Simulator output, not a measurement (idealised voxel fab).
voxel tone inversion: a process module
Displayed cross-section: cut, width of 245 nm, square cells sized 5 nm.
For the purposes of this document, a cross-section shall be understood as a grid of square cells, specified as bands listed in top-to-bottom order, each band consisting of one or more rows of cells. Per band: top height and bottom height in nm, followed by the left-to-right materials and their widths in nm; "full width" marks a single material spanning edge to edge, "empty" marks empty space. A quick word on heights: they are counted from 0, and under that level the wafer as it came to us is one material throughout. The lowest band is different from the rest in having no bottom; it simply continues downward, written as in "0 nm and below". A width such as "30->40" changes by the same amount from each row of cells to the next, from the band's top row to its bottom row. Key: "all unchanged" - step with no changed cell in the cross-section. If an empty space has no open way to the top and is at least 8 cells in size, "Closed empty spaces" lists it, written width x height at distance, where distance is measured from the left edge and every value is in nm. On each step's line, the part that comes after the settings is the simulator's own comment on the step. Regarding "overlay nm": on a step with a mask, it is the distance the mask lay to the right of its planned place; a negative value places it to the left.

### Below is the list of planned process steps
1 RECEIVE: material Si
2 CONFORMAL_DEP: material SiCN, thk nm 5
3 DIRECTIONAL_DEP: material polySi, thk nm 15
4 PATTERN: tone cover, mask id POSTS, material resist, width nm 20, pitch nm 45, thk nm 20, overlay nm 0
5 DIRECTIONAL_ETCH: etch materials polySi, depth nm 15
6 STRIP: etch materials resist
7 FILL_DEP: material lowk, thk nm 5
8 CMP: height nm 20
9 STRIP: etch materials polySi

### The cross-section here shows the wafer as received, i.e. in its state after step 1
	0 nm and below | Si full width
	Closed empty spaces: none

### End-of-module cross-section. Starting structure and process plan as above; one mistake made in running it
	20 nm to 5 nm | 45 of lowk / 25 of empty / 20 of lowk / 25 of empty / 20 of lowk / 25 of empty / 20 of lowk / 25 of empty / 40 of lowk
	5 nm to 0 nm | SiCN full width
	0 nm and below | Si full width
	Closed empty spaces: none
Where did the run depart from the plan? step 4 was processed under conditions differing from the plan, specifically as PATTERN: tone cover, mask id POSTS, material resist, width nm 25, pitch nm 45, thk nm 20, overlay nm 0
